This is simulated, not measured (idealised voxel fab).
The following process module bears the name voxel gate over fins.
Displayed cross-section: cut, width of 265 nm, square cells sized 5 nm.
Cross-section layout: square cells on a grid; listed as bands, top to bottom; a band spans one or more cell rows.
A band entry consists of two parts. The first gives the height of the band's top and the height of its bottom, in nm. The rest lists the band's materials from left to right, each with its width in nm. A single material labelled with the word "throughout" fills the band from edge to edge, and the word "blank" marks empty space.
Heads up on the height convention: 0 is the point under which the incoming wafer is all one material, and the lowest band has no bottom, it just keeps going down, like "top 0, no bottom".
A width given as "30 to 40" starts at the first number in the band's top row and ends at the second number in its bottom row, shifting by an equal amount at every step from row to row.
Where a step carries "no modifications", the cross-section came out of it unchanged, cell for cell.
If an empty space has no open way to the top and is at least 8 cells in size, "Entrapped voids" lists it, written width x height at distance, where distance is measured from the left edge and every value is in nm.
Step line, after settings: the simulator's comment on this step.
Each step line may optionally specify "overlay nm", which for a step with a mask gives the rightward distance between the mask's planned place and where it lay, a negative value indicating the leftward direction.

**Intended process steps**
1. RECEIVE, material Si
2. CONFORMAL_DEP, material SiN, thk nm 10
3. MASKED_ETCH, tone cover, mask id FINS, width nm 15, pitch nm 45, etch materials SiN, depth nm 10, overlay nm 0
4. MASKED_ETCH, tone cover, mask id FINS, width nm 15, pitch nm 45, etch materials Si, depth nm 30, overlay nm 0
5. OXIDIZE, depth nm 5
6. FILL_DEP, material SiO2, thk nm 5
7. CMP, height nm 10
8. SELECTIVE_ETCH, etch materials SiO2, depth nm 25
9. STRIP, etch materials SiN
10. CONFORMAL_DEP, material HfO2, thk nm 5
11. CONFORMAL_DEP, material TiN, thk nm 5
12. CONFORMAL_DEP, material TiAl, thk nm 5
13. CONFORMAL_DEP, material TiN, thk nm 5
14. FILL_DEP, material W, thk nm 10
15. CMP, height nm 25
16. CONFORMAL_DEP, material SiCN, thk nm 10
The wafers in this document start out alike and differ in the width nm applied at step 3; the plan shows the value used for the first wafer.

**first wafer as received, after step 1**
top 0, no bottom  Si throughout
Entrapped voids: none

**Note: the following table is arranged by wafer, a row apiece. Each row reports the end-of-module state: per material, cells gained (+) or cells lost (-) compared with the wafer as received; closed voids follow**
width nm 15 | +77 HfO2 | -343 Si | +106 SiCN | +196 SiO2 | +77 TiAl | +154 TiN | +104 W | Entrapped voids: none
width nm 20 | +77 HfO2 | -315 Si | +106 SiCN | +180 SiO2 | +77 TiAl | +145 TiN | +101 W | Entrapped voids: none
width nm 25 | +77 HfO2 | -287 Si | +106 SiCN | +164 SiO2 | +77 TiAl | +136 TiN | +98 W | Entrapped voids: none
width nm 30 | +77 HfO2 | -259 Si | +106 SiCN | +148 SiO2 | +68 TiAl | +136 TiN | +95 W | Entrapped voids: none
